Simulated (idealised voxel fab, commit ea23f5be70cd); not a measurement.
process module | voxel air gaps
cross-section cut | 290 nm wide | cells 5 nm
A cross-section is a grid of square cells, given in bands from the top down. A band is one or more rows of cells.
Each band's line starts with the height of the band's top and of its bottom, in nm. Then come its materials from left to right, each with its width in nm. One material with "throughout" fills the band from edge to edge. "air" is empty space.
Height 0 is the level under which the wafer as received is all one material. The lowest band goes on downwards, as in "0 down".
A width such as "30 to 40" changes by the same amount from each row of cells to the next, from the band's top row to its bottom row.
"no change" after a step means that no cell of the cross-section changed.
closed voids: empty space of 8 cells or more with no open way to the top, each as width x height at its distance from the left edge, in nm
after a step's settings: what the simulator itself notes on the step
overlay nm, on a step with a mask: how far to the right of its planned place the mask lay; to the left if negative
plan
1 op RECEIVE | material Si
2 op CONFORMAL_DEP | material SiO2 | thk nm 15
3 op CONFORMAL_DEP | material SiN | thk nm 5
4 op DIRECTIONAL_DEP | material SiO2 | thk nm 30
5 op DIRECTIONAL_DEP | material aC | thk nm 10
6 op PATTERN | tone open | mask id LINES | material resist | width nm 15 | pitch nm 45 | thk nm 30 | overlay nm 0
7 op DIRECTIONAL_ETCH | etch materials aC | depth nm 10
8 op STRIP | etch materials resist
9 op DIRECTIONAL_ETCH | etch materials SiO2 | depth nm 30
10 op STRIP | etch materials aC
11 op CONFORMAL_DEP | material TiN | thk nm 5
12 op FILL_DEP | material Ru | thk nm 10
13 op CMP | height nm 50
14 op EPI | material Ru | thk nm 10
15 op SELECTIVE_ETCH | etch materials SiO2 | depth nm 40
16 op CONFORMAL_DEP | material SiN | thk nm 5
first wafer, as planned
as received, after step 1
  0 down: Si throughout
  closed voids: none
after step 2
  15 to 0: SiO2 throughout
  below 0: unchanged
after step 3
  20 to 15: SiN throughout
  below 15: unchanged
after step 4
  50 to 20: SiO2 throughout
  below 20: unchanged
after step 5
  60 to 50: aC throughout
  below 50: unchanged
after step 6
  90 to 60: resist 70 | air 15 | resist 30 | air 15 | resist 30 | air 15 | resist 30 | air 15 | resist 70
  below 60: unchanged
after step 7
  80 to 60: resist 70 | air 15 | resist 30 | air 15 | resist 30 | air 15 | resist 30 | air 15 | resist 70
  60 to 50: aC 70 | air 15 | aC 30 | air 15 | aC 30 | air 15 | aC 30 | air 15 | aC 70
  below 50: unchanged
after step 8
  60 to 50: aC 70 | air 15 | aC 30 | air 15 | aC 30 | air 15 | aC 30 | air 15 | aC 70
  below 50: unchanged
after step 9
  60 to 50: aC 70 | air 15 | aC 30 | air 15 | aC 30 | air 15 | aC 30 | air 15 | aC 70
  50 to 20: SiO2 70 | air 15 | SiO2 30 | air 15 | SiO2 30 | air 15 | SiO2 30 | air 15 | SiO2 70
  below 20: unchanged
after step 10
  50 to 20: SiO2 70 | air 15 | SiO2 30 | air 15 | SiO2 30 | air 15 | SiO2 30 | air 15 | SiO2 70
  below 20: unchanged
after step 11
  55 to 50: TiN 75 | air 5 | TiN 40 | air 5 | TiN 40 | air 5 | TiN 40 | air 5 | TiN 75
  50 to 25: SiO2 70 | TiN 5 | air 5 | TiN 5 | SiO2 30 | TiN 5 | air 5 | TiN 5 | SiO2 30 | TiN 5 | air 5 | TiN 5 | SiO2 30 | TiN 5 | air 5 | TiN 5 | SiO2 70
  25 to 20: SiO2 70 | TiN 15 | SiO2 30 | TiN 15 | SiO2 30 | TiN 15 | SiO2 30 | TiN 15 | SiO2 70
  below 20: unchanged
after step 12
  65 to 55: Ru throughout
  55 to 50: TiN 75 | Ru 5 | TiN 40 | Ru 5 | TiN 40 | Ru 5 | TiN 40 | Ru 5 | TiN 75
  50 to 25: SiO2 70 | TiN 5 | Ru 5 | TiN 5 | SiO2 30 | TiN 5 | Ru 5 | TiN 5 | SiO2 30 | TiN 5 | Ru 5 | TiN 5 | SiO2 30 | TiN 5 | Ru 5 | TiN 5 | SiO2 70
  below 25: unchanged
after step 13
  50 to 25: SiO2 70 | TiN 5 | Ru 5 | TiN 5 | SiO2 30 | TiN 5 | Ru 5 | TiN 5 | SiO2 30 | TiN 5 | Ru 5 | TiN 5 | SiO2 30 | TiN 5 | Ru 5 | TiN 5 | SiO2 70
  below 25: unchanged
after step 14
  60 to 50: air 60 | Ru 35 | air 10 | Ru 35 | air 10 | Ru 35 | air 10 | Ru 35 | air 60
  below 50: unchanged
after step 15
  60 to 50: air 60 | Ru 35 | air 10 | Ru 35 | air 10 | Ru 35 | air 10 | Ru 35 | air 60
  50 to 25: air 70 | TiN 5 | Ru 5 | TiN 5 | air 30 | TiN 5 | Ru 5 | TiN 5 | air 30 | TiN 5 | Ru 5 | TiN 5 | air 30 | TiN 5 | Ru 5 | TiN 5 | air 70
  25 to 20: air 70 | TiN 15 | air 30 | TiN 15 | air 30 | TiN 15 | air 30 | TiN 15 | air 70
  below 20: unchanged
after step 16
  65 to 60: air 55 | SiN 180 | air 55
  60 to 50: air 55 | SiN 5 | Ru 35 | SiN 10 | Ru 35 | SiN 10 | Ru 35 | SiN 10 | Ru 35 | SiN 5 | air 55
  50 to 45: air 55 | SiN 15 | TiN 5 | Ru 5 | TiN 5 | SiN 30 | TiN 5 | Ru 5 | TiN 5 | SiN 30 | TiN 5 | Ru 5 | TiN 5 | SiN 30 | TiN 5 | Ru 5 | TiN 5 | SiN 15 | air 55
  45 to 25: air 65 | SiN 5 | TiN 5 | Ru 5 | TiN 5 | SiN 5 | air 20 | SiN 5 | TiN 5 | Ru 5 | TiN 5 | SiN 5 | air 20 | SiN 5 | TiN 5 | Ru 5 | TiN 5 | SiN 5 | air 20 | SiN 5 | TiN 5 | Ru 5 | TiN 5 | SiN 5 | air 65
  25 to 20: SiN 70 | TiN 15 | SiN 30 | TiN 15 | SiN 30 | TiN 15 | SiN 30 | TiN 15 | SiN 70
  below 20: unchanged
  closed voids: 20 x 20 at 90; 20 x 20 at 135; 20 x 20 at 180
second wafer: like start, like plan, one mistake. Through step 2 it matches the first wafer
when step 3 should have ended
  30 to 15: SiN throughout
  below 15: unchanged
when step 4 should have ended
  60 to 30: SiO2 throughout
  below 30: unchanged
when step 5 should have ended
  70 to 60: aC throughout
  below 60: unchanged
when step 6 should have ended
  100 to 70: resist 70 | air 15 | resist 30 | air 15 | resist 30 | air 15 | resist 30 | air 15 | resist 70
  below 70: unchanged
when step 7 should have ended
  90 to 70: resist 70 | air 15 | resist 30 | air 15 | resist 30 | air 15 | resist 30 | air 15 | resist 70
  70 to 60: aC 70 | air 15 | aC 30 | air 15 | aC 30 | air 15 | aC 30 | air 15 | aC 70
  below 60: unchanged
when step 8 should have ended
  70 to 60: aC 70 | air 15 | aC 30 | air 15 | aC 30 | air 15 | aC 30 | air 15 | aC 70
  below 60: unchanged
when step 9 should have ended
  70 to 60: aC 70 | air 15 | aC 30 | air 15 | aC 30 | air 15 | aC 30 | air 15 | aC 70
  60 to 30: SiO2 70 | air 15 | SiO2 30 | air 15 | SiO2 30 | air 15 | SiO2 30 | air 15 | SiO2 70
  below 30: unchanged
when step 10 should have ended
  60 to 30: SiO2 70 | air 15 | SiO2 30 | air 15 | SiO2 30 | air 15 | SiO2 30 | air 15 | SiO2 70
  below 30: unchanged
when step 11 should have ended
  65 to 60: TiN 75 | air 5 | TiN 40 | air 5 | TiN 40 | air 5 | TiN 40 | air 5 | TiN 75
  60 to 35: SiO2 70 | TiN 5 | air 5 | TiN 5 | SiO2 30 | TiN 5 | air 5 | TiN 5 | SiO2 30 | TiN 5 | air 5 | TiN 5 | SiO2 30 | TiN 5 | air 5 | TiN 5 | SiO2 70
  35 to 30: SiO2 70 | TiN 15 | SiO2 30 | TiN 15 | SiO2 30 | TiN 15 | SiO2 30 | TiN 15 | SiO2 70
  below 30: unchanged
when step 12 should have ended
  75 to 65: Ru throughout
  65 to 60: TiN 75 | Ru 5 | TiN 40 | Ru 5 | TiN 40 | Ru 5 | TiN 40 | Ru 5 | TiN 75
  60 to 35: SiO2 70 | TiN 5 | Ru 5 | TiN 5 | SiO2 30 | TiN 5 | Ru 5 | TiN 5 | SiO2 30 | TiN 5 | Ru 5 | TiN 5 | SiO2 30 | TiN 5 | Ru 5 | TiN 5 | SiO2 70
  below 35: unchanged
when step 13 should have ended
  50 to 35: SiO2 70 | TiN 5 | Ru 5 | TiN 5 | SiO2 30 | TiN 5 | Ru 5 | TiN 5 | SiO2 30 | TiN 5 | Ru 5 | TiN 5 | SiO2 30 | TiN 5 | Ru 5 | TiN 5 | SiO2 70
  below 35: unchanged
when step 14 should have ended
  60 to 50: air 60 | Ru 35 | air 10 | Ru 35 | air 10 | Ru 35 | air 10 | Ru 35 | air 60
  below 50: unchanged
when step 15 should have ended
  60 to 50: air 60 | Ru 35 | air 10 | Ru 35 | air 10 | Ru 35 | air 10 | Ru 35 | air 60
  50 to 35: air 70 | TiN 5 | Ru 5 | TiN 5 | air 30 | TiN 5 | Ru 5 | TiN 5 | air 30 | TiN 5 | Ru 5 | TiN 5 | air 30 | TiN 5 | Ru 5 | TiN 5 | air 70
  35 to 30: air 70 | TiN 15 | air 30 | TiN 15 | air 30 | TiN 15 | air 30 | TiN 15 | air 70
  below 30: unchanged
when step 16 should have ended
  65 to 60: air 55 | SiN 180 | air 55
  60 to 50: air 55 | SiN 5 | Ru 35 | SiN 10 | Ru 35 | SiN 10 | Ru 35 | SiN 10 | Ru 35 | SiN 5 | air 55
  50 to 45: air 55 | SiN 15 | TiN 5 | Ru 5 | TiN 5 | SiN 30 | TiN 5 | Ru 5 | TiN 5 | SiN 30 | TiN 5 | Ru 5 | TiN 5 | SiN 30 | TiN 5 | Ru 5 | TiN 5 | SiN 15 | air 55
  45 to 35: air 65 | SiN 5 | TiN 5 | Ru 5 | TiN 5 | SiN 5 | air 20 | SiN 5 | TiN 5 | Ru 5 | TiN 5 | SiN 5 | air 20 | SiN 5 | TiN 5 | Ru 5 | TiN 5 | SiN 5 | air 20 | SiN 5 | TiN 5 | Ru 5 | TiN 5 | SiN 5 | air 65
  35 to 30: SiN 70 | TiN 15 | SiN 30 | TiN 15 | SiN 30 | TiN 15 | SiN 30 | TiN 15 | SiN 70
  below 30: unchanged
  closed voids: 20 x 10 at 90; 20 x 10 at 135; 20 x 10 at 180
what went wrong: step 3 ran as: op CONFORMAL_DEP | material SiN | thk nm 15
at the end the second wafer has, in cells: 8 fewer of Ru | 100 more of SiN | 16 fewer of TiN
